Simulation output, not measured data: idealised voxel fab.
The following is a process module called voxel air gaps.
Pictured: cross-section cut, 250 nm wide, on a grid of 5 nm square cells.
The cross-sections in this document take the form of a grid made of square cells. They are written out as bands, in order from top to bottom. Each band consists of one or more rows of cells.
Quick guide to a band line: top height, bottom height (nm) up front; then every material left to right with its width in nm. Only one material and it's marked "throughout"? Then it fills the band edge to edge. And "air" just means empty space.
Basically, 0 is our baseline, since under it the wafer straight out of the box is all one material. The bottom band has no lower end and keeps on going down, so it looks like "from 0 down".
It should be noted that a width expressed as "30 to 40" varies in equal increments from row to row of cells within the band, taking the value of the first number at the top row and that of the second number at the bottom row.
Where a step carries "no modifications", the cross-section came out of it unchanged, cell for cell.
The label "Closed-off voids" introduces a list of the empty spaces, 8 cells or larger, that have no open way up to the top; each entry in it reads width x height at distance, where the distance is taken from the left edge and all three are stated in nm.
If you see something after the settings on a step's line, that's the simulator's own remark about that step.
A step line may carry the setting "overlay nm", which, for steps involving a mask, states the distance by which the mask lay to the right of its intended position; negative values denote displacement to the left.

Planned step list for the process:
1. RECEIVE with material Si
2. CONFORMAL_DEP with material SiO2, thk nm 15
3. CONFORMAL_DEP with material SiCN, thk nm 5
4. DIRECTIONAL_DEP with material SiO2, thk nm 30
5. MASKED_ETCH with tone open, mask id LINES, width nm 20, pitch nm 50, etch materials SiO2, depth nm 30, overlay nm 0
6. CONFORMAL_DEP with material TiN, thk nm 5
7. FILL_DEP with material W, thk nm 10
8. CMP with height nm 50
9. EPI with material Ru, thk nm 10
10. SELECTIVE_ETCH with etch materials SiO2, depth nm 40
11. CONFORMAL_DEP with material SiCN, thk nm 5

First wafer out of two, processed as planned:

as received, after step 1:
> from 0 down  Si throughout
> Closed-off voids: none

Cross-sectional representation of the wafer at the conclusion of step 2:
> from 15 to 0  SiO2 throughout
> Under the height 0 nothing was changed.

Cross-sectional representation of the wafer at the conclusion of step 3:
> from 20 to 15  SiCN throughout
> Under the height 15 nothing was changed.

Cross-sectional representation of the wafer at the conclusion of step 4:
> from 50 to 20  SiO2 throughout
> Under the height 20 nothing was changed.

Cross-sectional representation of the wafer at the conclusion of step 5:
> from 50 to 20  40 of SiO2  20 of air  30 of SiO2  20 of air  30 of SiO2  20 of air  30 of SiO2  20 of air  40 of SiO2
> Under the height 20 nothing was changed.

Cross-sectional representation of the wafer at the conclusion of step 6:
> from 55 to 50  45 of TiN  10 of air  40 of TiN  10 of air  40 of TiN  10 of air  40 of TiN  10 of air  45 of TiN
> from 50 to 25  40 of SiO2  5 of TiN  10 of air  5 of TiN  30 of SiO2  5 of TiN  10 of air  5 of TiN  30 of SiO2  5 of TiN  10 of air  5 of TiN  30 of SiO2  5 of TiN  10 of air  5 of TiN  40 of SiO2
> from 25 to 20  40 of SiO2  20 of TiN  30 of SiO2  20 of TiN  30 of SiO2  20 of TiN  30 of SiO2  20 of TiN  40 of SiO2
> Under the height 20 nothing was changed.

Cross-sectional representation of the wafer at the conclusion of step 7:
> from 65 to 55  W throughout
> from 55 to 50  45 of TiN  10 of W  40 of TiN  10 of W  40 of TiN  10 of W  40 of TiN  10 of W  45 of TiN
> from 50 to 25  40 of SiO2  5 of TiN  10 of W  5 of TiN  30 of SiO2  5 of TiN  10 of W  5 of TiN  30 of SiO2  5 of TiN  10 of W  5 of TiN  30 of SiO2  5 of TiN  10 of W  5 of TiN  40 of SiO2
> Under the height 25 nothing was changed.

Cross-sectional representation of the wafer at the conclusion of step 8:
> from 50 to 25  40 of SiO2  5 of TiN  10 of W  5 of TiN  30 of SiO2  5 of TiN  10 of W  5 of TiN  30 of SiO2  5 of TiN  10 of W  5 of TiN  30 of SiO2  5 of TiN  10 of W  5 of TiN  40 of SiO2
> Under the height 25 nothing was changed.

Cross-sectional representation of the wafer at the conclusion of step 9:
> from 60 to 50  30 of air  40 of Ru  10 of air  40 of Ru  10 of air  40 of Ru  10 of air  40 of Ru  30 of air
> Under the height 50 nothing was changed.

Cross-sectional representation of the wafer at the conclusion of step 10:
> from 60 to 50  30 of air  40 of Ru  10 of air  40 of Ru  10 of air  40 of Ru  10 of air  40 of Ru  30 of air
> from 50 to 25  40 of air  5 of TiN  10 of W  5 of TiN  30 of air  5 of TiN  10 of W  5 of TiN  30 of air  5 of TiN  10 of W  5 of TiN  30 of air  5 of TiN  10 of W  5 of TiN  40 of air
> from 25 to 20  40 of air  20 of TiN  30 of air  20 of TiN  30 of air  20 of TiN  30 of air  20 of TiN  40 of air
> Under the height 20 nothing was changed.

Cross-sectional representation of the wafer at the conclusion of step 11:
> from 65 to 60  25 of air  200 of SiCN  25 of air
> from 60 to 50  25 of air  5 of SiCN  40 of Ru  10 of SiCN  40 of Ru  10 of SiCN  40 of Ru  10 of SiCN  40 of Ru  5 of SiCN  25 of air
> from 50 to 45  25 of air  15 of SiCN  5 of TiN  10 of W  5 of TiN  30 of SiCN  5 of TiN  10 of W  5 of TiN  30 of SiCN  5 of TiN  10 of W  5 of TiN  30 of SiCN  5 of TiN  10 of W  5 of TiN  15 of SiCN  25 of air
> from 45 to 25  35 of air  5 of SiCN  5 of TiN  10 of W  5 of TiN  5 of SiCN  20 of air  5 of SiCN  5 of TiN  10 of W  5 of TiN  5 of SiCN  20 of air  5 of SiCN  5 of TiN  10 of W  5 of TiN  5 of SiCN  20 of air  5 of SiCN  5 of TiN  10 of W  5 of TiN  5 of SiCN  35 of air
> from 25 to 20  40 of SiCN  20 of TiN  30 of SiCN  20 of TiN  30 of SiCN  20 of TiN  30 of SiCN  20 of TiN  40 of SiCN
> Under the height 20 nothing was changed.
> Closed-off voids: 20 x 20 at 65; 20 x 20 at 115; 20 x 20 at 165

Second Wafer (Identical Start and Plan, One Processing Error; Matches First Wafer Through Step 4):

Second wafer shown in cross-section at the time step 5 was slated to end:
> from 50 to 20  40 of air  20 of SiO2  30 of air  20 of SiO2  30 of air  20 of SiO2  30 of air  20 of SiO2  40 of air
> Under the height 20 nothing was changed.

Second wafer shown in cross-section at the time step 6 was slated to end:
> from 55 to 50  35 of air  30 of TiN  20 of air  30 of TiN  20 of air  30 of TiN  20 of air  30 of TiN  35 of air
> from 50 to 25  35 of air  5 of TiN  20 of SiO2  5 of TiN  20 of air  5 of TiN  20 of SiO2  5 of TiN  20 of air  5 of TiN  20 of SiO2  5 of TiN  20 of air  5 of TiN  20 of SiO2  5 of TiN  35 of air
> from 25 to 20  40 of TiN  20 of SiO2  30 of TiN  20 of SiO2  30 of TiN  20 of SiO2  30 of TiN  20 of SiO2  40 of TiN
> Under the height 20 nothing was changed.

Second wafer shown in cross-section at the time step 7 was slated to end:
> from 65 to 55  W throughout
> from 55 to 50  35 of W  30 of TiN  20 of W  30 of TiN  20 of W  30 of TiN  20 of W  30 of TiN  35 of W
> from 50 to 25  35 of W  5 of TiN  20 of SiO2  5 of TiN  20 of W  5 of TiN  20 of SiO2  5 of TiN  20 of W  5 of TiN  20 of SiO2  5 of TiN  20 of W  5 of TiN  20 of SiO2  5 of TiN  35 of W
> Under the height 25 nothing was changed.

Second wafer shown in cross-section at the time step 8 was slated to end:
> from 50 to 25  35 of W  5 of TiN  20 of SiO2  5 of TiN  20 of W  5 of TiN  20 of SiO2  5 of TiN  20 of W  5 of TiN  20 of SiO2  5 of TiN  20 of W  5 of TiN  20 of SiO2  5 of TiN  35 of W
> Under the height 25 nothing was changed.

Second wafer shown in cross-section at the time step 9 was slated to end:
> from 60 to 50  Ru throughout
> Under the height 50 nothing was changed.

Second wafer shown in cross-section at the time step 10 was slated to end: no modifications

Second wafer shown in cross-section at the time step 11 was slated to end:
> from 65 to 60  SiCN throughout
> Under the height 60 nothing was changed.
Here's what went sideways: it should be noted that step 5 was executed with settings other than those planned, the operation and settings actually applied being MASKED_ETCH with tone cover, mask id LINES, width nm 20, pitch nm 50, etch materials SiO2, depth nm 30, overlay nm 0
Counted in cells at the end, the second wafer holds more or fewer of these materials than the first: 36 more of Ru | 96 fewer of SiCN | 96 more of SiO2 | 18 more of TiN | 90 more of W
closed voids at the end (first wafer, second wafer): 3, 0
